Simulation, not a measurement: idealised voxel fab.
The following is a process module called voxel air gaps.
In the cross-section labelled cut, the width is 235 nm and each square cell is 5 nm.
In this document a cross-section is written as a grid of square cells. It is given as a series of bands, listed from the top down, and a band is one or more rows of cells.
First you get the band's top height and its bottom height, in nm, and then the materials it's made of, left to right, with each width in nm. If you see a single material with "edge to edge", that one covers the band edge to edge. "empty" is empty space.
Heights are measured from 0, the level below which the as-received wafer is all one material; the lowest band has no bottom and continues downward, written as in "from 0 down".
Top row gets the first number, bottom row gets the second, and each row in between changes by the same step: that is how a band width like "30->40" works.
You'll sometimes find "remains unaltered" written for a step, and that's the way of saying that nowhere in the cross-section did a cell change during that step.
Look at "Entrapped voids" for the closed voids: empty spaces with no open path to the top, sized 8 cells or up. Each is width x height at distance, distance from the left edge, all nm.
The remark found on a step's line after its settings is issued by the simulator itself and pertains to that step.
If you see "overlay nm" on a step's line and that step has a mask, it's telling you how far right of where it was planned the mask ended up; a negative number means it went left instead.

-- Process steps foreseen in the plan
1. RECEIVE (material Si)
2. CONFORMAL_DEP (material SiO2; thk nm 15)
3. CONFORMAL_DEP (material SiCN; thk nm 5)
4. DIRECTIONAL_DEP (material SiO2; thk nm 35)
5. DIRECTIONAL_DEP (material aC; thk nm 10)
6. PATTERN (tone open; mask id LINES; material resist; width nm 25; pitch nm 50; thk nm 25; overlay nm -15)
7. DIRECTIONAL_ETCH (etch materials aC; depth nm 10)
8. STRIP (etch materials resist)
9. DIRECTIONAL_ETCH (etch materials SiO2; depth nm 35)
10. STRIP (etch materials aC)
11. CONFORMAL_DEP (material TiN; thk nm 5)
12. FILL_DEP (material Cu; thk nm 10)
13. CMP (height nm 55)
14. EPI (material Ru; thk nm 10)
15. SELECTIVE_ETCH (etch materials SiO2; depth nm 45)
16. CONFORMAL_DEP (material SiCN; thk nm 5)
It is noted that the wafers described herein are identical at the outset and are distinguished by the overlay nm of step 6; the value stated in the plan corresponds to the first wafer.

-- As-received state after step 1, first of several wafers, cross-section
	from 0 down = Si edge to edge
	Entrapped voids: none

-- Every row in this table is a wafer at the end of the module, and it gives, for each of the materials, the cells that wafer has gained (+) or lost (-) since it was received, then its closed voids
overlay nm -15 | +54 Cu | +54 Ru | +164 SiCN | +141 SiO2 | +51 TiN | Entrapped voids: 15 x 25 at 70; 15 x 25 at 120
overlay nm -10 | +54 Cu | +54 Ru | +164 SiCN | +141 SiO2 | +51 TiN | Entrapped voids: 15 x 25 at 75; 15 x 25 at 125
overlay nm -5 | +54 Cu | +54 Ru | +164 SiCN | +141 SiO2 | +51 TiN | Entrapped voids: 15 x 25 at 80; 15 x 25 at 130
overlay nm 0 | +54 Cu | +54 Ru | +164 SiCN | +141 SiO2 | +51 TiN | Entrapped voids: 15 x 25 at 85; 15 x 25 at 135
overlay nm 5 | +54 Cu | +54 Ru | +164 SiCN | +141 SiO2 | +51 TiN | Entrapped voids: 15 x 25 at 90; 15 x 25 at 140
overlay nm 10 | +54 Cu | +54 Ru | +164 SiCN | +141 SiO2 | +51 TiN | Entrapped voids: 15 x 25 at 95; 15 x 25 at 145
overlay nm 15 | +54 Cu | +54 Ru | +164 SiCN | +141 SiO2 | +51 TiN | Entrapped voids: 15 x 25 at 100; 15 x 25 at 150
